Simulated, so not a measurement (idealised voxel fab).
The document below concerns the process module designated voxel self aligned contacts.
In the cross-section labelled cut, the width is 265 nm and each square cell is 5 nm.
Think of the cross-section as a grid of square cells. We describe it in bands, top to bottom, and each band covers one or more rows of those cells. Basically the band line says how high the top is and how high the bottom is, in nm, and then what's in it from left to right, every material with its width in nm. Empty space shows up as "blank", and if a single material carries "all across" it runs the full band edge to edge. Heights are expressed relative to 0, this being the level below which the as-received wafer comprises one material exclusively. The lowest band is unbounded in the downward direction and is denoted as in "z 0 and below". The expression "30->40" gives the width at the extremes of the band, the first number at its top row of cells and the second at its bottom row, with the width changing by equal amounts from each row to the next in between. Given "stayed the same" for a step, no cell of the cross-section differs between before and after that step. Look at "Closed void list" for the closed voids: empty spaces with no open path to the top, sized 8 cells or up. Each is width x height at distance, distance from the left edge, all nm. Text after the settings on a step's line: the simulator's own remark on that step. overlay nm: on a step with a mask, how far right of its planned place the mask lay; negative means left.

Steps in the process plan
1,RECEIVE [material Si]
2,CONFORMAL_DEP [material SiO2] [thk nm 5]
3,DIRECTIONAL_DEP [material polySi] [thk nm 25]
4,DIRECTIONAL_DEP [material SiN] [thk nm 20]
5,PATTERN [tone cover] [mask id GATE] [material resist] [width nm 30] [pitch nm 70] [thk nm 20] [overlay nm 0]
6,DIRECTIONAL_ETCH [etch materials SiN] [depth nm 20]
7,DIRECTIONAL_ETCH [etch materials polySi] [depth nm 25]
8,STRIP [etch materials resist]
9,CONFORMAL_DEP [material SiN] [thk nm 10]
10,DIRECTIONAL_ETCH [etch materials SiN] [depth nm 10]
11,FILL_DEP [material SiO2] [thk nm 15]
12,CMP [height nm 60]
13,MASKED_ETCH [tone open] [mask id CONTACT] [width nm 50] [pitch nm 70] [etch materials SiO2] [depth nm 60] [overlay nm 0]
14,CONFORMAL_DEP [material TiN] [thk nm 5]
15,FILL_DEP [material Ru] [thk nm 10]
16,CMP [height nm 60]
17,CONFORMAL_DEP [material SiN] [thk nm 5]

Incoming wafer, cross-sectional view, post step 1
z 0 and below | Si all across
Closed void list: none

Post-module cross-section: identical start and plan to those above, one misstep in execution
z 65 to 60 | SiN all across
z 60 to 55 | SiO2 35, SiN 50, TiN 5, Ru 10, TiN 5, SiN 50, TiN 5, Ru 10, TiN 5, SiN 50, SiO2 40
z 55 to 50 | SiO2 35, SiN 50, TiN 20, SiN 50, TiN 20, SiN 50, SiO2 40
z 50 to 30 | SiN all across
z 30 to 5 | polySi all across
z 5 to 0 | SiO2 all across
z 0 and below | Si all across
Closed void list: none
In executing the process, a mistake was made relative to the plan: plan step 4 ran twice
